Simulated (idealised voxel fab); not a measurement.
process module | voxel self aligned vias
cross-section cut | 155 nm wide | cells 5 nm
A cross-section is a grid of square cells, given in bands from the top down. A band is one or more rows of cells.
Each band's line starts with the height of the band's top and of its bottom, in nm. Then come its materials from left to right, each with its width in nm. One material with "throughout" fills the band from edge to edge. "air" is empty space.
Height 0 is the level under which the wafer as received is all one material. The lowest band goes on downwards, as in "0 down".
A width such as "30 to 40" changes by the same amount from each row of cells to the next, from the band's top row to its bottom row.
"no change" after a step means that no cell of the cross-section changed.
closed voids: empty space of 8 cells or more with no open way to the top, each as width x height at its distance from the left edge, in nm
after a step's settings: what the simulator itself notes on the step
overlay nm, on a step with a mask: how far to the right of its planned place the mask lay; to the left if negative
plan
1 op RECEIVE | material Si
2 op CONFORMAL_DEP | material SiO2 | thk nm 10
3 op CONFORMAL_DEP | material SiCN | thk nm 5
4 op DIRECTIONAL_DEP | material SiO2 | thk nm 20
5 op DIRECTIONAL_DEP | material aC | thk nm 15
6 op PATTERN | tone open | mask id LINES | material resist | width nm 25 | pitch nm 60 | thk nm 35 | overlay nm 0
7 op DIRECTIONAL_ETCH | etch materials aC | depth nm 15
8 op STRIP | etch materials resist
9 op DIRECTIONAL_ETCH | etch materials SiO2 | depth nm 20
10 op STRIP | etch materials aC
11 op CONFORMAL_DEP | material TiN | thk nm 5
12 op FILL_DEP | material W | thk nm 10
13 op CMP | height nm 35
14 op SELECTIVE_ETCH | etch materials W Ru TiN | depth nm 10
15 op FILL_DEP | material SiN | thk nm 10
16 op CMP | height nm 35
17 op DIRECTIONAL_DEP | material SiO2 | thk nm 15
18 op PATTERN | tone open | mask id VIAS | material resist | width nm 35 | pitch nm 60 | thk nm 15 | overlay nm 0
19 op DIRECTIONAL_ETCH | etch materials SiO2 | depth nm 15
20 op DIRECTIONAL_ETCH | etch materials SiN | depth nm 10
21 op STRIP | etch materials resist
22 op CONFORMAL_DEP | material TiN | thk nm 5
23 op FILL_DEP | material W | thk nm 5
24 op CMP | height nm 50
25 op CONFORMAL_DEP | material SiCN | thk nm 5
as received, after step 1
  0 down: Si throughout
  closed voids: none
a wafer at the end: this start, this plan, one mistake
  55 to 50: SiCN throughout
  50 to 40: SiO2 30 | TiN 5 | W 25 | TiN 5 | SiO2 25 | TiN 5 | W 25 | TiN 5 | SiO2 30
  40 to 30: SiO2 30 to 35 | TiN 10 to 5 | W 15 | TiN 10 to 5 | SiO2 25 to 35 | TiN 10 to 5 | W 15 | TiN 10 to 5 | SiO2 30 to 35
  30 to 25: SiO2 35 | TiN 25 | SiO2 35 | TiN 25 | SiO2 35
  25 to 20: SiO2 35 | TiN 5 | W 15 | TiN 5 | SiO2 35 | TiN 5 | W 15 | TiN 5 | SiO2 35
  20 to 15: SiO2 35 | TiN 25 | SiO2 35 | TiN 25 | SiO2 35
  15 to 5: SiO2 throughout
  5 to 0: SiCN throughout
  0 down: Si throughout
  closed voids: none
what went wrong: steps 2 and 3 were swapped
